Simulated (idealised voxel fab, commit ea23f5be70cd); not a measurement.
Module name: voxel gate over fins (process module)
Cross-section cut: width 230 nm, square cells of 5 nm.
In this document a cross-section is written as a grid of square cells. It is given as a series of bands, listed from the top down, and a band is one or more rows of cells.
Heights first: top, then bottom, in nm. Then materials, left to right, each with a width in nm. "edge to edge" on a single material: fills the band edge to edge. "blank": empty space.
Heights are reckoned from 0. Under this level, the received wafer is all of one material. The bottommost band is open-ended downward, for example "0 down".
Quick explanation for "30..40": the width changes in equal steps down the rows of cells, from the first number in the band's top row to the second number in its bottom row.
Basically "remains unaltered" means that step didn't change any cell in the cross-section.
Closed-off voids of 8+ cells (no open route to the top) go in "Internal closed voids", written width x height at distance from the left edge, in nm.
after a step's settings: what the simulator itself notes on the step
You can add "overlay nm" to a step's line. For a step with a mask, it describes how far the mask lay to the right of its planned position, and a negative number describes a lay to the left.
-- The process steps that were planned are listed below
| 1 | RECEIVE | material Si |
| 2 | CONFORMAL_DEP | material SiN | thk nm 10 |
| 3 | PATTERN | tone cover | mask id FINS | material resist | width nm 15 | pitch nm 40 | thk nm 15 | overlay nm 0 |
| 4 | DIRECTIONAL_ETCH | etch materials SiN | depth nm 10 |
| 5 | DIRECTIONAL_ETCH | etch materials Si | depth nm 35 |
| 6 | STRIP | etch materials resist |
| 7 | FILL_DEP | material SiO2 | thk nm 5 |
| 8 | CMP | height nm 10 |
| 9 | SELECTIVE_ETCH | etch materials SiO2 | depth nm 20 |
| 10 | STRIP | etch materials SiN |
| 11 | CONFORMAL_DEP | material HfO2 | thk nm 5 |
| 12 | CONFORMAL_DEP | material TiN | thk nm 5 |
| 13 | CONFORMAL_DEP | material TiAl | thk nm 5 |
| 14 | CONFORMAL_DEP | material TiN | thk nm 5 |
| 15 | FILL_DEP | material W | thk nm 15 |
| 16 | CMP | height nm 30 |
| 17 | CONFORMAL_DEP | material SiCN | thk nm 5 |
-- This is the cross-section of the wafer as we received it, i.e. after step 1
  0 down | Si edge to edge
  Internal closed voids: none
-- Look at the cross-section after the module: the wafer started out the way shown above and the plan was the one shown above, yet one mistake was made along the way
  35 to 30 | SiCN edge to edge
  30 to 20 | W edge to edge
  20 to 15 | 45 of W | 140 of TiN | 45 of W
  15 to 10 | 45 of W | 5 of TiN | 130 of TiAl | 5 of TiN | 45 of W
  10 to 5 | 50 of TiN | 5 of TiAl | 120 of TiN | 5 of TiAl | 50 of TiN
  5 to 0 | 55 of TiAl | 5 of TiN | 30 of HfO2 | 10 of TiN | 30 of HfO2 | 10 of TiN | 30 of HfO2 | 5 of TiN | 55 of TiAl
  0 to -5 | 60 of TiN | 5 of HfO2 | 20 of Si | 5 of HfO2 | 10 of TiN | 5 of HfO2 | 20 of Si | 5 of HfO2 | 10 of TiN | 5 of HfO2 | 20 of Si | 5 of HfO2 | 60 of TiN
  -5 to -10 | 65 of HfO2 | 20 of Si | 20 of HfO2 | 20 of Si | 20 of HfO2 | 20 of Si | 65 of HfO2
  -10 to -35 | 65 of SiO2 | 20 of Si | 20 of SiO2 | 20 of Si | 20 of SiO2 | 20 of Si | 65 of SiO2
  -35 down | Si edge to edge
  Internal closed voids: none
The plan and the run diverged here: contrary to plan, step 3 was performed as PATTERN | tone cover | mask id FINS | material resist | width nm 20 | pitch nm 40 | thk nm 15 | overlay nm 0
